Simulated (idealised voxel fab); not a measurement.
process module | voxel released beams
cross-section cut | 220 nm wide | cells 5 nm
A cross-section is a grid of square cells, given in bands from the top down. A band is one or more rows of cells.
Each band's line starts with the height of the band's top and of its bottom, in nm. Then come its materials from left to right, each with its width in nm. One material with "throughout" fills the band from edge to edge. "air" is empty space.
Height 0 is the level under which the wafer as received is all one material. The lowest band goes on downwards, as in "0 down".
A width such as "30 to 40" changes by the same amount from each row of cells to the next, from the band's top row to its bottom row.
"no change" after a step means that no cell of the cross-section changed.
closed voids: empty space of 8 cells or more with no open way to the top, each as width x height at its distance from the left edge, in nm
after a step's settings: what the simulator itself notes on the step
overlay nm, on a step with a mask: how far to the right of its planned place the mask lay; to the left if negative
plan
1 op RECEIVE | material Si
2 op CONFORMAL_DEP | material SiN | thk nm 5
3 op DIRECTIONAL_DEP | material SiO2 | thk nm 10
4 op MASKED_ETCH | tone open | mask id ANCHOR | width nm 35 | etch materials SiO2 | depth nm 10 | overlay nm 0
5 op CONFORMAL_DEP | material TiN | thk nm 15
6 op DIRECTIONAL_DEP | material aC | thk nm 10
7 op PATTERN | tone cover | mask id BEAM | material resist | width nm 90 | thk nm 30 | overlay nm 0
8 op DIRECTIONAL_ETCH | etch materials aC | depth nm 10
9 op STRIP | etch materials resist
10 op DIRECTIONAL_ETCH | etch materials TiN | depth nm 15
11 op STRIP | etch materials aC
12 op STRIP | etch materials SiO2
as received, after step 1
  0 down: Si throughout
  closed voids: none
first wafer at the end, as planned
  30 to 20: air 60 | TiN 20 | air 5 | TiN 65 | air 70
  20 to 15: air 60 | TiN 90 | air 70
  15 to 5: air 65 | TiN 35 | air 120
  5 to 0: SiN throughout
  0 down: Si throughout
  closed voids: none
second wafer at the end: like start, like plan, one mistake
  45 to 30: air 60 | TiN 90 | air 70
  30 to 15: TiN throughout
  15 to 5: SiO2 65 | TiN 35 | SiO2 120
  5 to 0: SiN throughout
  0 down: Si throughout
  closed voids: none
what went wrong: step 5 was run twice
at the end the second wafer has, in cells: 74 more of SiO2 | 134 more of TiN
